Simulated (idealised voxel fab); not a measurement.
process module | voxel self aligned contacts
cross-section cut | 210 nm wide | cells 5 nm
A cross-section is a grid of square cells, given in bands from the top down. A band is one or more rows of cells.
Each band's line starts with the height of the band's top and of its bottom, in nm. Then come its materials from left to right, each with its width in nm. One material with "throughout" fills the band from edge to edge. "air" is empty space.
Height 0 is the level under which the wafer as received is all one material. The lowest band goes on downwards, as in "0 down".
A width such as "30 to 40" changes by the same amount from each row of cells to the next, from the band's top row to its bottom row.
"no change" after a step means that no cell of the cross-section changed.
closed voids: empty space of 8 cells or more with no open way to the top, each as width x height at its distance from the left edge, in nm
after a step's settings: what the simulator itself notes on the step
overlay nm, on a step with a mask: how far to the right of its planned place the mask lay; to the left if negative
plan
1 op RECEIVE | material Si
2 op CONFORMAL_DEP | material SiO2 | thk nm 5
3 op DIRECTIONAL_DEP | material polySi | thk nm 20
4 op DIRECTIONAL_DEP | material SiN | thk nm 15
5 op DIRECTIONAL_DEP | material aC | thk nm 10
6 op PATTERN | tone cover | mask id GATE | material resist | width nm 35 | pitch nm 60 | thk nm 25 | overlay nm 0
7 op DIRECTIONAL_ETCH | etch materials aC | depth nm 10
8 op STRIP | etch materials resist
9 op DIRECTIONAL_ETCH | etch materials SiN | depth nm 15
10 op DIRECTIONAL_ETCH | etch materials polySi | depth nm 20
11 op STRIP | etch materials aC
12 op CONFORMAL_DEP | material SiN | thk nm 5
13 op DIRECTIONAL_ETCH | etch materials SiN | depth nm 5
14 op FILL_DEP | material SiO2 | thk nm 10
15 op CMP | height nm 45
16 op PATTERN | tone open | mask id CONTACT | material resist | width nm 35 | thk nm 15 | overlay nm 0
17 op DIRECTIONAL_ETCH | etch materials SiO2 | depth nm 45
18 op STRIP | etch materials resist
19 op CONFORMAL_DEP | material TiN | thk nm 5
20 op FILL_DEP | material W | thk nm 10
21 op CMP | height nm 45
22 op CONFORMAL_DEP | material SiCN | thk nm 5
as received, after step 1
  0 down: Si throughout
  closed voids: none
a wafer at the end: this start, this plan, one mistake
  50 to 45: SiCN throughout
  45 to 40: SiO2 85 | TiN 15 | W 5 | TiN 15 | SiO2 90
  40 to 25: SiO2 50 | SiN 45 | TiN 5 | W 5 | TiN 5 | SiN 45 | SiO2 55
  25 to 10: SiO2 50 | SiN 5 | polySi 35 | SiN 5 | TiN 5 | W 5 | TiN 5 | SiN 5 | polySi 35 | SiN 5 | SiO2 55
  10 to 5: SiO2 50 | SiN 5 | polySi 35 | SiN 5 | TiN 15 | SiN 5 | polySi 35 | SiN 5 | SiO2 55
  5 to 0: SiN throughout
  0 down: Si throughout
  closed voids: none
what went wrong: step 2 ran as: op CONFORMAL_DEP | material SiN | thk nm 5
